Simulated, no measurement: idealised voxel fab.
The process module presented herein is designated voxel transistor to metal.
Xsec cut, 140 nm wide, square cell size 5 nm.
When this document writes out a cross-section, it uses a grid of square cells and lists it as bands, beginning at the top and moving down, with a band standing for one or more rows of cells. The entry gives the band's vertical extent as a top height and a bottom height in nm, then its horizontal make-up as materials from left to right, each with a width in nm. "empty" stands for empty space; a single material marked "edge to edge" fills the band edge to edge. A quick word on heights: they are counted from 0, and under that level the wafer as it came to us is one material throughout. The lowest band is different from the rest in having no bottom; it simply continues downward, written as in "0..down". Quick explanation for "30 to 40": the width changes in equal steps down the rows of cells, from the first number in the band's top row to the second number in its bottom row. When a step is marked "all unchanged", none of the cells in the cross-section changed during that step. If an empty space has no open way to the top and is at least 8 cells in size, "Enclosed void inventory" lists it, written width x height at distance, where distance is measured from the left edge and every value is in nm. It should be noted that, on the line of a given step, the content following the step's settings is a remark produced by the simulator itself with respect to that step. overlay nm: right-of-plan distance of the mask on a masked step; negative values mean left-of-plan.

### Process steps - plan
1) RECEIVE (material Si)
2) CONFORMAL_DEP (material SiO2; thk nm 5)
3) CONFORMAL_DEP (material SiN; thk nm 10)
4) MASKED_ETCH (tone cover; mask id ACTIVE; width nm 95; etch materials SiN; depth nm 10; overlay nm 0)
5) MASKED_ETCH (tone cover; mask id ACTIVE; width nm 95; etch materials SiO2; depth nm 5; overlay nm 0)
6) MASKED_ETCH (tone cover; mask id ACTIVE; width nm 95; etch materials Si; depth nm 35; overlay nm 0)
7) FILL_DEP (material SiO2; thk nm 10)
8) CMP (height nm 15)
9) SELECTIVE_ETCH (etch materials SiO2; depth nm 5)
10) STRIP (etch materials SiN)
11) SELECTIVE_ETCH (etch materials SiO2; depth nm 5)
12) OXIDIZE (depth nm 5)
13) DIRECTIONAL_DEP (material polySi; thk nm 25)
14) DIRECTIONAL_DEP (material SiCN; thk nm 15)
15) DIRECTIONAL_DEP (material aC; thk nm 10)
16) PATTERN (tone cover; mask id GATE; material resist; width nm 15; thk nm 25; overlay nm 0)
17) DIRECTIONAL_ETCH (etch materials aC; depth nm 10)
18) STRIP (etch materials resist)
19) DIRECTIONAL_ETCH (etch materials SiCN; depth nm 25)
20) DIRECTIONAL_ETCH (etch materials polySi; depth nm 35)
21) STRIP (etch materials aC)
22) CONFORMAL_DEP (material SiO2; thk nm 5)
23) DIRECTIONAL_ETCH (etch materials SiO2; depth nm 5)
24) CONFORMAL_DEP (material SiN; thk nm 5)
25) DIRECTIONAL_ETCH (etch materials SiN; depth nm 5)
26) DIRECTIONAL_ETCH (etch materials SiO2; depth nm 5)
27) DIRECTIONAL_ETCH (etch materials Si; depth nm 15)
28) EPI (material nSi; thk nm 20)
29) FILL_DEP (material SiO2; thk nm 5)
30) CMP (height nm 40)
31) DIRECTIONAL_DEP (material SiO2; thk nm 10)
32) MASKED_ETCH (tone open; mask id CONTACT; width nm 30; pitch nm 55; etch materials SiO2; depth nm 35; overlay nm 0)
33) CONFORMAL_DEP (material TiN; thk nm 5)
34) FILL_DEP (material W; thk nm 10)
35) CMP (height nm 50)
36) DIRECTIONAL_DEP (material TiN; thk nm 5)
37) DIRECTIONAL_DEP (material Ru; thk nm 20)
38) DIRECTIONAL_DEP (material aC; thk nm 15)
39) PATTERN (tone cover; mask id METAL_1; material resist; width nm 20; pitch nm 65; thk nm 30; overlay nm 0)
40) DIRECTIONAL_ETCH (etch materials aC; depth nm 15)
41) STRIP (etch materials resist)
42) DIRECTIONAL_ETCH (etch materials Ru; depth nm 20)
43) DIRECTIONAL_ETCH (etch materials TiN; depth nm 5)
44) STRIP (etch materials aC)
45) CONFORMAL_DEP (material SiCN; thk nm 5)
46) FILL_DEP (material SiO2; thk nm 10)
47) CMP (height nm 75)
48) CONFORMAL_DEP (material SiN; thk nm 5)

### Step 1 complete: cross-section of the wafer as received
* 0..down | Si edge to edge
* Enclosed void inventory: none

### Here's the cross-section of the first of our two wafers at the end of the module - it ran as planned
* 80..75 | SiN edge to edge
* 75..55 | 20 of SiO2  5 of SiCN  20 of Ru  5 of SiCN  35 of SiO2  5 of SiCN  20 of Ru  5 of SiCN  25 of SiO2
* 55..50 | 25 of SiCN  20 of TiN  45 of SiCN  20 of TiN  30 of SiCN
* 50..40 | 25 of SiO2  5 of TiN  20 to 15 of W  5 to 10 of TiN  25 of SiO2  5 to 10 of TiN  20 to 15 of W  5 of TiN  30 of SiO2
* 40..25 | 25 of SiO2  5 of TiN  15 of W  5 of TiN  5 of SiN  5 of SiO2  15 of SiCN  5 of SiO2  5 of SiN  5 of TiN  15 of W  5 of TiN  30 of SiO2
* 25..20 | 25 of SiO2  5 of TiN  15 of W  5 of TiN  5 of SiN  5 of SiO2  15 of polySi  5 of SiO2  5 of SiN  5 of TiN  15 of W  5 of TiN  30 of SiO2
* 20..15 | 25 of SiO2  25 of TiN  5 of SiN  5 of SiO2  15 of polySi  5 of SiO2  5 of SiN  25 of TiN  30 of SiO2
* 15..5 | 15 of SiO2  35 of nSi  5 of SiN  5 of SiO2  15 of polySi  5 of SiO2  5 of SiN  35 of nSi  20 of SiO2
* 5..0 | 15 of SiO2  5 of nSi  5 of SiN  25 of nSi  5 of SiN  5 of SiO2  15 of polySi  5 of SiO2  5 of SiN  25 of nSi  5 of SiN  5 of nSi  20 of SiO2
* 0..-5 | 25 of SiO2  25 of nSi  35 of SiO2  25 of nSi  30 of SiO2
* -5..-20 | 20 of SiO2  5 of Si  25 of nSi  35 of Si  25 of nSi  5 of Si  25 of SiO2
* -20..-35 | 20 of SiO2  95 of Si  25 of SiO2
* -35..down | Si edge to edge
* Enclosed void inventory: none

### Wafer two, end of module, cross-section. Same start, same plan as wafer one. One mistake in the run
* 80..75 | aC edge to edge
* 75..55 | 20 of SiO2  5 of SiCN  20 of Ru  5 of SiCN  35 of SiO2  5 of SiCN  20 of Ru  5 of SiCN  25 of SiO2
* 55..50 | 25 of SiCN  20 of TiN  45 of SiCN  20 of TiN  30 of SiCN
* 50..40 | 25 of SiO2  5 of TiN  20 to 15 of W  5 to 10 of TiN  25 of SiO2  5 to 10 of TiN  20 to 15 of W  5 of TiN  30 of SiO2
* 40..25 | 25 of SiO2  5 of TiN  15 of W  5 of TiN  5 of SiN  5 of SiO2  15 of SiCN  5 of SiO2  5 of SiN  5 of TiN  15 of W  5 of TiN  30 of SiO2
* 25..20 | 25 of SiO2  5 of TiN  15 of W  5 of TiN  5 of SiN  5 of SiO2  15 of polySi  5 of SiO2  5 of SiN  5 of TiN  15 of W  5 of TiN  30 of SiO2
* 20..15 | 25 of SiO2  25 of TiN  5 of SiN  5 of SiO2  15 of polySi  5 of SiO2  5 of SiN  25 of TiN  30 of SiO2
* 15..5 | 15 of SiO2  35 of nSi  5 of SiN  5 of SiO2  15 of polySi  5 of SiO2  5 of SiN  35 of nSi  20 of SiO2
* 5..0 | 15 of SiO2  5 of nSi  5 of SiN  25 of nSi  5 of SiN  5 of SiO2  15 of polySi  5 of SiO2  5 of SiN  25 of nSi  5 of SiN  5 of nSi  20 of SiO2
* 0..-5 | 25 of SiO2  25 of nSi  35 of SiO2  25 of nSi  30 of SiO2
* -5..-20 | 20 of SiO2  5 of Si  25 of nSi  35 of Si  25 of nSi  5 of Si  25 of SiO2
* -20..-35 | 20 of SiO2  95 of Si  25 of SiO2
* -35..down | Si edge to edge
* Enclosed void inventory: none
Deviation from plan: step 48 was not run as planned; what actually ran was CONFORMAL_DEP (material aC; thk nm 5)
End check, counted in cells, second wafer has more or fewer of these materials than the first: SiN: 28 fewer | aC: 28 more
